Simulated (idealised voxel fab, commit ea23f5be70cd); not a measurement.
process module | voxel self aligned contacts
cross-section cut | 170 nm wide | cells 5 nm
A cross-section is a grid of square cells, given in bands from the top down. A band is one or more rows of cells.
Each band's line starts with the height of the band's top and of its bottom, in nm. Then come its materials from left to right, each with its width in nm. One material with "throughout" fills the band from edge to edge. "air" is empty space.
Height 0 is the level under which the wafer as received is all one material. The lowest band goes on downwards, as in "0 down".
A width such as "30 to 40" changes by the same amount from each row of cells to the next, from the band's top row to its bottom row.
"no change" after a step means that no cell of the cross-section changed.
closed voids: empty space of 8 cells or more with no open way to the top, each as width x height at its distance from the left edge, in nm
after a step's settings: what the simulator itself notes on the step
overlay nm, on a step with a mask: how far to the right of its planned place the mask lay; to the left if negative
plan
1 op RECEIVE | material Si
2 op CONFORMAL_DEP | material SiO2 | thk nm 5
3 op DIRECTIONAL_DEP | material polySi | thk nm 30
4 op DIRECTIONAL_DEP | material SiN | thk nm 20
5 op MASKED_ETCH | tone cover | mask id GATE | width nm 35 | pitch nm 70 | etch materials SiN | depth nm 20 | overlay nm 0
6 op MASKED_ETCH | tone cover | mask id GATE | width nm 35 | pitch nm 70 | etch materials polySi | depth nm 30 | overlay nm 0
7 op CONFORMAL_DEP | material SiN | thk nm 5
8 op DIRECTIONAL_ETCH | etch materials SiN | depth nm 5
9 op FILL_DEP | material SiO2 | thk nm 20
10 op CMP | height nm 65
11 op MASKED_ETCH | tone open | mask id CONTACT | width nm 45 | etch materials SiO2 | depth nm 65 | overlay nm 0
12 op CONFORMAL_DEP | material TiN | thk nm 5
13 op FILL_DEP | material Ru | thk nm 10
14 op CMP | height nm 65
15 op CONFORMAL_DEP | material SiCN | thk nm 5
first wafer, as planned
as received, after step 1
  0 down: Si throughout
  closed voids: none
after step 2
  5 to 0: SiO2 throughout
  below 0: unchanged
after step 3
  35 to 5: polySi throughout
  below 5: unchanged
after step 4
  55 to 35: SiN throughout
  below 35: unchanged
after step 5
  55 to 35: air 30 | SiN 35 | air 35 | SiN 35 | air 35
  below 35: unchanged
after step 6
  55 to 35: air 30 | SiN 35 | air 35 | SiN 35 | air 35
  35 to 5: air 30 | polySi 35 | air 35 | polySi 35 | air 35
  below 5: unchanged
after step 7
  60 to 35: air 25 | SiN 45 | air 25 | SiN 45 | air 30
  35 to 10: air 25 | SiN 5 | polySi 35 | SiN 5 | air 25 | SiN 5 | polySi 35 | SiN 5 | air 30
  10 to 5: SiN 30 | polySi 35 | SiN 35 | polySi 35 | SiN 35
  below 5: unchanged
after step 8
  55 to 35: air 25 | SiN 45 | air 25 | SiN 45 | air 30
  35 to 5: air 25 | SiN 5 | polySi 35 | SiN 5 | air 25 | SiN 5 | polySi 35 | SiN 5 | air 30
  below 5: unchanged
after step 9
  75 to 55: SiO2 throughout
  55 to 35: SiO2 25 | SiN 45 | SiO2 25 | SiN 45 | SiO2 30
  35 to 5: SiO2 25 | SiN 5 | polySi 35 | SiN 5 | SiO2 25 | SiN 5 | polySi 35 | SiN 5 | SiO2 30
  below 5: unchanged
after step 10
  65 to 55: SiO2 throughout
  below 55: unchanged
after step 11
  65 to 55: SiO2 60 | air 45 | SiO2 65
  55 to 35: SiO2 25 | SiN 45 | air 25 | SiN 45 | SiO2 30
  35 to 5: SiO2 25 | SiN 5 | polySi 35 | SiN 5 | air 25 | SiN 5 | polySi 35 | SiN 5 | SiO2 30
  5 to 0: SiO2 70 | air 25 | SiO2 75
  below 0: unchanged
after step 12
  70 to 65: TiN 65 | air 35 | TiN 70
  65 to 55: SiO2 60 | TiN 5 to 15 | air 35 to 15 | TiN 5 to 15 | SiO2 65
  55 to 35: SiO2 25 | SiN 45 | TiN 5 | air 15 | TiN 5 | SiN 45 | SiO2 30
  35 to 5: SiO2 25 | SiN 5 | polySi 35 | SiN 5 | TiN 5 | air 15 | TiN 5 | SiN 5 | polySi 35 | SiN 5 | SiO2 30
  5 to 0: SiO2 70 | TiN 25 | SiO2 75
  below 0: unchanged
after step 13
  80 to 70: Ru throughout
  70 to 65: TiN 65 | Ru 35 | TiN 70
  65 to 55: SiO2 60 | TiN 5 to 15 | Ru 35 to 15 | TiN 5 to 15 | SiO2 65
  55 to 35: SiO2 25 | SiN 45 | TiN 5 | Ru 15 | TiN 5 | SiN 45 | SiO2 30
  35 to 5: SiO2 25 | SiN 5 | polySi 35 | SiN 5 | TiN 5 | Ru 15 | TiN 5 | SiN 5 | polySi 35 | SiN 5 | SiO2 30
  below 5: unchanged
after step 14
  65 to 55: SiO2 60 | TiN 5 to 15 | Ru 35 to 15 | TiN 5 to 15 | SiO2 65
  below 55: unchanged
after step 15
  70 to 65: SiCN throughout
  below 65: unchanged
second wafer: like start, like plan, one mistake. Through step 6 it matches the first wafer
when step 7 should have ended
  50 to 35: air 30 | SiN 35 | air 35 | SiN 35 | air 35
  below 35: unchanged
when step 8 should have ended
  55 to 35: air 25 | SiN 45 | air 25 | SiN 45 | air 30
  35 to 10: air 25 | SiN 5 | polySi 35 | SiN 5 | air 25 | SiN 5 | polySi 35 | SiN 5 | air 30
  10 to 5: SiN 30 | polySi 35 | SiN 35 | polySi 35 | SiN 35
  below 5: unchanged
when step 9 should have ended
  75 to 55: SiO2 throughout
  55 to 35: SiO2 25 | SiN 45 | SiO2 25 | SiN 45 | SiO2 30
  35 to 10: SiO2 25 | SiN 5 | polySi 35 | SiN 5 | SiO2 25 | SiN 5 | polySi 35 | SiN 5 | SiO2 30
  below 10: unchanged
when step 10 should have ended
  65 to 55: SiO2 throughout
  below 55: unchanged
when step 11 should have ended
  65 to 55: SiO2 60 | air 45 | SiO2 65
  55 to 35: SiO2 25 | SiN 45 | air 25 | SiN 45 | SiO2 30
  35 to 10: SiO2 25 | SiN 5 | polySi 35 | SiN 5 | air 25 | SiN 5 | polySi 35 | SiN 5 | SiO2 30
  below 10: unchanged
when step 12 should have ended
  70 to 65: TiN 65 | air 35 | TiN 70
  65 to 55: SiO2 60 | TiN 5 to 15 | air 35 to 15 | TiN 5 to 15 | SiO2 65
  55 to 35: SiO2 25 | SiN 45 | TiN 5 | air 15 | TiN 5 | SiN 45 | SiO2 30
  35 to 15: SiO2 25 | SiN 5 | polySi 35 | SiN 5 | TiN 5 | air 15 | TiN 5 | SiN 5 | polySi 35 | SiN 5 | SiO2 30
  15 to 10: SiO2 25 | SiN 5 | polySi 35 | SiN 5 | TiN 25 | SiN 5 | polySi 35 | SiN 5 | SiO2 30
  below 10: unchanged
when step 13 should have ended
  80 to 70: Ru throughout
  70 to 65: TiN 65 | Ru 35 | TiN 70
  65 to 55: SiO2 60 | TiN 5 to 15 | Ru 35 to 15 | TiN 5 to 15 | SiO2 65
  55 to 35: SiO2 25 | SiN 45 | TiN 5 | Ru 15 | TiN 5 | SiN 45 | SiO2 30
  35 to 15: SiO2 25 | SiN 5 | polySi 35 | SiN 5 | TiN 5 | Ru 15 | TiN 5 | SiN 5 | polySi 35 | SiN 5 | SiO2 30
  below 15: unchanged
when step 14 should have ended
  65 to 55: SiO2 60 | TiN 5 to 15 | Ru 35 to 15 | TiN 5 to 15 | SiO2 65
  below 55: unchanged
when step 15 should have ended
  70 to 65: SiCN throughout
  below 65: unchanged
what went wrong: steps 7 and 8 were swapped
at the end the second wafer has, in cells: 6 fewer of Ru | 16 more of SiN | 6 fewer of SiO2 | 4 fewer of TiN
